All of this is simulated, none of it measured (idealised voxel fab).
The document below concerns the process module designated voxel ribs on slabs.
It is cross-section cut that appears here, measuring 280 nm in width, its square cells being 5 nm in size.
A cross-section is a grid of square cells, given in bands from the top down. A band is one or more rows of cells. Within each band entry, the heights of the top and of the bottom of the band appear first, in that order and in nm; the materials of the band then follow from left to right, each with its corresponding width in nm. The designation "throughout" on a single material indicates that it fills the band from edge to edge; the designation "blank" indicates empty space. All heights in this document are referenced to 0, defined as the level beneath which the wafer, as received, consists entirely of one material. The lowest band is not bounded below; it extends indefinitely downward and is written in the form "z 0 and below". So if you see something like "30->40" for the width, read it as the top row of the band sitting at the first number and the bottom row at the second, with every row in between moving by the same amount as the last. What does "no alterations made" mean for a step? It means no cell of the cross-section changed in that step. If an empty space has no open way to the top and is at least 8 cells in size, "Closed internal cavities" lists it, written width x height at distance, where distance is measured from the left edge and every value is in nm. Past the settings on a step's line: simulator remark, on that step. If you see "overlay nm" on a step's line and that step has a mask, it's telling you how far right of where it was planned the mask ended up; a negative number means it went left instead.

This section lists the process steps that were planned:
step 1: op RECEIVE | material Si
step 2: op DIRECTIONAL_DEP | material SiO2 | thk nm 30
step 3: op DIRECTIONAL_DEP | material SiN | thk nm 20
step 4: op PATTERN | tone cover | mask id RIB | material resist | width nm 15 | thk nm 15 | overlay nm 0
step 5: op DIRECTIONAL_ETCH | etch materials SiN | depth nm 10
step 6: op STRIP | etch materials resist
step 7: op MASKED_ETCH | tone cover | mask id SLAB | width nm 45 | etch materials SiN | depth nm 10 | overlay nm 0
step 8: op FILL_DEP | material SiO2 | thk nm 20
step 9: op CMP | height nm 60
step 10: op DIRECTIONAL_DEP | material W | thk nm 5
step 11: op MASKED_ETCH | tone cover | mask id HEATER | width nm 25 | etch materials W | depth nm 5 | overlay nm 0
step 12: op CONFORMAL_DEP | material SiO2 | thk nm 5

First of two wafers: run as planned:

The cross-section here shows the wafer as received, i.e. in its state after step 1:
> z 0 and below | Si throughout
> Closed internal cavities: none

Cross-section: wafer state after step 2:
> z 30 to 0 | SiO2 throughout
> Nothing below the height 0 has changed.

Cross-section: wafer state after step 3:
> z 50 to 30 | SiN throughout
> Nothing below the height 30 has changed.

Cross-section: wafer state after step 4:
> z 65 to 50 | blank: 130, resist: 15, blank: 135
> Nothing below the height 50 has changed.

Cross-section: wafer state after step 5:
> z 65 to 50 | blank: 130, resist: 15, blank: 135
> z 50 to 40 | blank: 130, SiN: 15, blank: 135
> Nothing below the height 40 has changed.

Cross-section: wafer state after step 6:
> z 50 to 40 | blank: 130, SiN: 15, blank: 135
> Nothing below the height 40 has changed.

Cross-section: wafer state after step 7:
> z 50 to 40 | blank: 130, SiN: 15, blank: 135
> z 40 to 30 | blank: 115, SiN: 45, blank: 120
> Nothing below the height 30 has changed.

Cross-section: wafer state after step 8:
> z 70 to 50 | SiO2 throughout
> z 50 to 40 | SiO2: 130, SiN: 15, SiO2: 135
> z 40 to 30 | SiO2: 115, SiN: 45, SiO2: 120
> Nothing below the height 30 has changed.

Cross-section: wafer state after step 9:
> z 60 to 50 | SiO2 throughout
> Nothing below the height 50 has changed.

Cross-section: wafer state after step 10:
> z 65 to 60 | W throughout
> Nothing below the height 60 has changed.

Cross-section: wafer state after step 11:
> z 65 to 60 | blank: 125, W: 25, blank: 130
> Nothing below the height 60 has changed.

Cross-section: wafer state after step 12:
> z 70 to 65 | blank: 120, SiO2: 35, blank: 125
> z 65 to 60 | SiO2: 125, W: 25, SiO2: 130
> Nothing below the height 60 has changed.

Wafer two of two - same starting point, same process plan, one mistake in execution; matches wafer one up to and including step 1:

Cross-section, second wafer, at the end time the plan gives for step 2:
> z 20 to 0 | SiN throughout
> Nothing below the height 0 has changed.

Cross-section, second wafer, at the end time the plan gives for step 3:
> z 50 to 20 | SiO2 throughout
> Nothing below the height 20 has changed.

Cross-section, second wafer, at the end time the plan gives for step 4:
> z 65 to 50 | blank: 130, resist: 15, blank: 135
> Nothing below the height 50 has changed.

Cross-section, second wafer, at the end time the plan gives for step 5: no alterations made

Cross-section, second wafer, at the end time the plan gives for step 6:
> z 50 to 20 | SiO2 throughout
> Nothing below the height 20 has changed.

Cross-section, second wafer, at the end time the plan gives for step 7: no alterations made

Cross-section, second wafer, at the end time the plan gives for step 8:
> z 70 to 20 | SiO2 throughout
> Nothing below the height 20 has changed.

Cross-section, second wafer, at the end time the plan gives for step 9:
> z 60 to 20 | SiO2 throughout
> Nothing below the height 20 has changed.

Cross-section, second wafer, at the end time the plan gives for step 10:
> z 65 to 60 | W throughout
> Nothing below the height 60 has changed.

Cross-section, second wafer, at the end time the plan gives for step 11:
> z 65 to 60 | blank: 125, W: 25, blank: 130
> Nothing below the height 60 has changed.

Cross-section, second wafer, at the end time the plan gives for step 12:
> z 70 to 65 | blank: 120, SiO2: 35, blank: 125
> z 65 to 60 | SiO2: 125, W: 25, SiO2: 130
> Nothing below the height 60 has changed.
The plan and the run diverged here: plan vs actual: 2 and 3 interchanged
Materials where the second wafer ends with more or fewer cells than the first: SiN +200; SiO2 -200
